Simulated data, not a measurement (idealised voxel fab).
Proc. module: voxel self aligned contacts
Square cells of 5 nm make up the cross-section cut, whose width is 265 nm.
In what follows, cross-sections appear as grids of square cells, described through bands that run from the top down, where every band is one or more rows of cells.
Basically the band line says how high the top is and how high the bottom is, in nm, and then what's in it from left to right, every material with its width in nm. Empty space shows up as "blank", and if a single material carries "everywhere" it runs the full band edge to edge.
The reference from which all heights are counted is 0, the level beneath which the as-received wafer is entirely one material; the lowest band, having no lower bound, proceeds downward and is written after the example "from 0 down".
A two-number width, for instance "30 to 40", indicates that the width is equal to the first number in the top row of the band and to the second number in the bottom row, and that it changes by a constant amount per row of cells.
A step reported as "same as before" is a step in which no cell of the cross-section changed.
Entry "Cavities, sealed". Content: empty spaces with no open connection to the top, size 8 cells or greater. Each: width x height at distance. Distance: from left edge. Unit: nm.
On each step's line, the part that comes after the settings is the simulator's own comment on the step.
"overlay nm" on a masked step: distance the mask lay right of its planned place, negative for left.
-- The planned process steps are enumerated hereunder
| 1 | op RECEIVE | material Si |
| 2 | op OXIDIZE | depth nm 5 |
| 3 | op DIRECTIONAL_DEP | material polySi | thk nm 20 |
| 4 | op DIRECTIONAL_DEP | material SiN | thk nm 20 |
| 5 | op MASKED_ETCH | tone cover | mask id GATE | width nm 35 | pitch nm 60 | etch materials SiN | depth nm 20 | overlay nm 0 |
| 6 | op MASKED_ETCH | tone cover | mask id GATE | width nm 35 | pitch nm 60 | etch materials polySi | depth nm 20 | overlay nm 0 |
| 7 | op CONFORMAL_DEP | material SiN | thk nm 5 |
| 8 | op DIRECTIONAL_ETCH | etch materials SiN | depth nm 5 |
| 9 | op FILL_DEP | material SiO2 | thk nm 10 |
| 10 | op CMP | height nm 45 |
| 11 | op PATTERN | tone open | mask id CONTACT | material resist | width nm 45 | thk nm 20 | overlay nm 0 |
| 12 | op DIRECTIONAL_ETCH | etch materials SiO2 | depth nm 50 |
| 13 | op STRIP | etch materials resist |
| 14 | op CONFORMAL_DEP | material TiN | thk nm 5 |
| 15 | op FILL_DEP | material W | thk nm 10 |
| 16 | op CMP | height nm 45 |
| 17 | op CONFORMAL_DEP | material SiN | thk nm 5 |
-- First of two wafers: run as planned
-- As-received state of the wafer in cross-section, equivalent to post-step 1
from 0 down | Si everywhere
Cavities, sealed: none
-- How the wafer stands in section after step 2
from 0 to -5 | SiO2 everywhere
Beneath the level -5, the cross-section is identical to its previous state.
-- How the wafer stands in section after step 3
from 20 to 0 | polySi everywhere
Beneath the level 0, the cross-section is identical to its previous state.
-- How the wafer stands in section after step 4
from 40 to 20 | SiN everywhere
Beneath the level 20, the cross-section is identical to its previous state.
-- How the wafer stands in section after step 5
from 40 to 20 | 85 blank | 35 SiN | 25 blank | 35 SiN | 85 blank
Beneath the level 20, the cross-section is identical to its previous state.
-- How the wafer stands in section after step 6
from 40 to 20 | 85 blank | 35 SiN | 25 blank | 35 SiN | 85 blank
from 20 to 0 | 85 blank | 35 polySi | 25 blank | 35 polySi | 85 blank
Beneath the level 0, the cross-section is identical to its previous state.
-- How the wafer stands in section after step 7
from 45 to 20 | 80 blank | 45 SiN | 15 blank | 45 SiN | 80 blank
from 20 to 5 | 80 blank | 5 SiN | 35 polySi | 5 SiN | 15 blank | 5 SiN | 35 polySi | 5 SiN | 80 blank
from 5 to 0 | 85 SiN | 35 polySi | 25 SiN | 35 polySi | 85 SiN
Beneath the level 0, the cross-section is identical to its previous state.
-- How the wafer stands in section after step 8
from 40 to 20 | 80 blank | 45 SiN | 15 blank | 45 SiN | 80 blank
from 20 to 0 | 80 blank | 5 SiN | 35 polySi | 5 SiN | 15 blank | 5 SiN | 35 polySi | 5 SiN | 80 blank
Beneath the level 0, the cross-section is identical to its previous state.
-- How the wafer stands in section after step 9
from 50 to 40 | SiO2 everywhere
from 40 to 20 | 80 SiO2 | 45 SiN | 15 SiO2 | 45 SiN | 80 SiO2
from 20 to 0 | 80 SiO2 | 5 SiN | 35 polySi | 5 SiN | 15 SiO2 | 5 SiN | 35 polySi | 5 SiN | 80 SiO2
Beneath the level 0, the cross-section is identical to its previous state.
-- How the wafer stands in section after step 10
from 45 to 40 | SiO2 everywhere
Beneath the level 40, the cross-section is identical to its previous state.
-- How the wafer stands in section after step 11
from 65 to 45 | 110 resist | 45 blank | 110 resist
Beneath the level 45, the cross-section is identical to its previous state.
-- How the wafer stands in section after step 12
from 65 to 45 | 110 resist | 45 blank | 110 resist
from 45 to 40 | 110 SiO2 | 45 blank | 110 SiO2
from 40 to 20 | 80 SiO2 | 45 SiN | 15 blank | 45 SiN | 80 SiO2
from 20 to 0 | 80 SiO2 | 5 SiN | 35 polySi | 5 SiN | 15 blank | 5 SiN | 35 polySi | 5 SiN | 80 SiO2
from 0 to -5 | 125 SiO2 | 15 blank | 125 SiO2
Beneath the level -5, the cross-section is identical to its previous state.
-- How the wafer stands in section after step 13
from 45 to 40 | 110 SiO2 | 45 blank | 110 SiO2
Beneath the level 40, the cross-section is identical to its previous state.
-- How the wafer stands in section after step 14
from 50 to 45 | 115 TiN | 35 blank | 115 TiN
from 45 to 40 | 110 SiO2 | 20 TiN | 5 blank | 20 TiN | 110 SiO2
from 40 to 20 | 80 SiO2 | 45 SiN | 5 TiN | 5 blank | 5 TiN | 45 SiN | 80 SiO2
from 20 to 0 | 80 SiO2 | 5 SiN | 35 polySi | 5 SiN | 5 TiN | 5 blank | 5 TiN | 5 SiN | 35 polySi | 5 SiN | 80 SiO2
from 0 to -5 | 125 SiO2 | 15 TiN | 125 SiO2
Beneath the level -5, the cross-section is identical to its previous state.
-- How the wafer stands in section after step 15
from 60 to 50 | W everywhere
from 50 to 45 | 115 TiN | 35 W | 115 TiN
from 45 to 40 | 110 SiO2 | 20 TiN | 5 W | 20 TiN | 110 SiO2
from 40 to 20 | 80 SiO2 | 45 SiN | 5 TiN | 5 W | 5 TiN | 45 SiN | 80 SiO2
from 20 to 0 | 80 SiO2 | 5 SiN | 35 polySi | 5 SiN | 5 TiN | 5 W | 5 TiN | 5 SiN | 35 polySi | 5 SiN | 80 SiO2
Beneath the level 0, the cross-section is identical to its previous state.
-- How the wafer stands in section after step 16
from 45 to 40 | 110 SiO2 | 20 TiN | 5 W | 20 TiN | 110 SiO2
Beneath the level 40, the cross-section is identical to its previous state.
-- How the wafer stands in section after step 17
from 50 to 45 | SiN everywhere
Beneath the level 45, the cross-section is identical to its previous state.
-- Wafer two. Identical start, identical plan. One mistake in execution. Identical history through step 6
-- Second wafer cross-section, taken as of the time the plan sets for step 7 to be done
from 45 to 40 | 80 blank | 45 TiN | 15 blank | 45 TiN | 80 blank
from 40 to 20 | 80 blank | 5 TiN | 35 SiN | 5 TiN | 15 blank | 5 TiN | 35 SiN | 5 TiN | 80 blank
from 20 to 5 | 80 blank | 5 TiN | 35 polySi | 5 TiN | 15 blank | 5 TiN | 35 polySi | 5 TiN | 80 blank
from 5 to 0 | 85 TiN | 35 polySi | 25 TiN | 35 polySi | 85 TiN
Beneath the level 0, the cross-section is identical to its previous state.
Second wafer cross-section, taken as of the time the plan sets for step 8 to be done: same as before
-- Second wafer cross-section, taken as of the time the plan sets for step 9 to be done
from 55 to 45 | SiO2 everywhere
from 45 to 40 | 80 SiO2 | 45 TiN | 15 SiO2 | 45 TiN | 80 SiO2
from 40 to 20 | 80 SiO2 | 5 TiN | 35 SiN | 5 TiN | 15 SiO2 | 5 TiN | 35 SiN | 5 TiN | 80 SiO2
from 20 to 5 | 80 SiO2 | 5 TiN | 35 polySi | 5 TiN | 15 SiO2 | 5 TiN | 35 polySi | 5 TiN | 80 SiO2
Beneath the level 5, the cross-section is identical to its previous state.
-- Second wafer cross-section, taken as of the time the plan sets for step 10 to be done
from 45 to 40 | 80 SiO2 | 45 TiN | 15 SiO2 | 45 TiN | 80 SiO2
Beneath the level 40, the cross-section is identical to its previous state.
-- Second wafer cross-section, taken as of the time the plan sets for step 11 to be done
from 65 to 45 | 110 resist | 45 blank | 110 resist
Beneath the level 45, the cross-section is identical to its previous state.
-- Second wafer cross-section, taken as of the time the plan sets for step 12 to be done
from 65 to 45 | 110 resist | 45 blank | 110 resist
from 45 to 40 | 80 SiO2 | 45 TiN | 15 blank | 45 TiN | 80 SiO2
from 40 to 20 | 80 SiO2 | 5 TiN | 35 SiN | 5 TiN | 15 blank | 5 TiN | 35 SiN | 5 TiN | 80 SiO2
from 20 to 5 | 80 SiO2 | 5 TiN | 35 polySi | 5 TiN | 15 blank | 5 TiN | 35 polySi | 5 TiN | 80 SiO2
Beneath the level 5, the cross-section is identical to its previous state.
-- Second wafer cross-section, taken as of the time the plan sets for step 13 to be done
from 45 to 40 | 80 SiO2 | 45 TiN | 15 blank | 45 TiN | 80 SiO2
Beneath the level 40, the cross-section is identical to its previous state.
-- Second wafer cross-section, taken as of the time the plan sets for step 14 to be done
from 50 to 45 | 130 TiN | 5 blank | 130 TiN
from 45 to 40 | 80 SiO2 | 50 TiN | 5 blank | 50 TiN | 80 SiO2
from 40 to 20 | 80 SiO2 | 5 TiN | 35 SiN | 10 TiN | 5 blank | 10 TiN | 35 SiN | 5 TiN | 80 SiO2
from 20 to 10 | 80 SiO2 | 5 TiN | 35 polySi | 10 TiN | 5 blank | 10 TiN | 35 polySi | 5 TiN | 80 SiO2
from 10 to 5 | 80 SiO2 | 5 TiN | 35 polySi | 25 TiN | 35 polySi | 5 TiN | 80 SiO2
Beneath the level 5, the cross-section is identical to its previous state.
-- Second wafer cross-section, taken as of the time the plan sets for step 15 to be done
from 60 to 50 | W everywhere
from 50 to 45 | 130 TiN | 5 W | 130 TiN
from 45 to 40 | 80 SiO2 | 50 TiN | 5 W | 50 TiN | 80 SiO2
from 40 to 20 | 80 SiO2 | 5 TiN | 35 SiN | 10 TiN | 5 W | 10 TiN | 35 SiN | 5 TiN | 80 SiO2
from 20 to 10 | 80 SiO2 | 5 TiN | 35 polySi | 10 TiN | 5 W | 10 TiN | 35 polySi | 5 TiN | 80 SiO2
Beneath the level 10, the cross-section is identical to its previous state.
-- Second wafer cross-section, taken as of the time the plan sets for step 16 to be done
from 45 to 40 | 80 SiO2 | 50 TiN | 5 W | 50 TiN | 80 SiO2
Beneath the level 40, the cross-section is identical to its previous state.
-- Second wafer cross-section, taken as of the time the plan sets for step 17 to be done
from 50 to 45 | SiN everywhere
Beneath the level 45, the cross-section is identical to its previous state.
Run error: step 7 went in with a setting other than planned; the actual run was op CONFORMAL_DEP | material TiN | thk nm 5
Count the cells at the end and the second wafer has more or fewer of some materials than the first: SiN -32; SiO2 -41; TiN +75; W -2
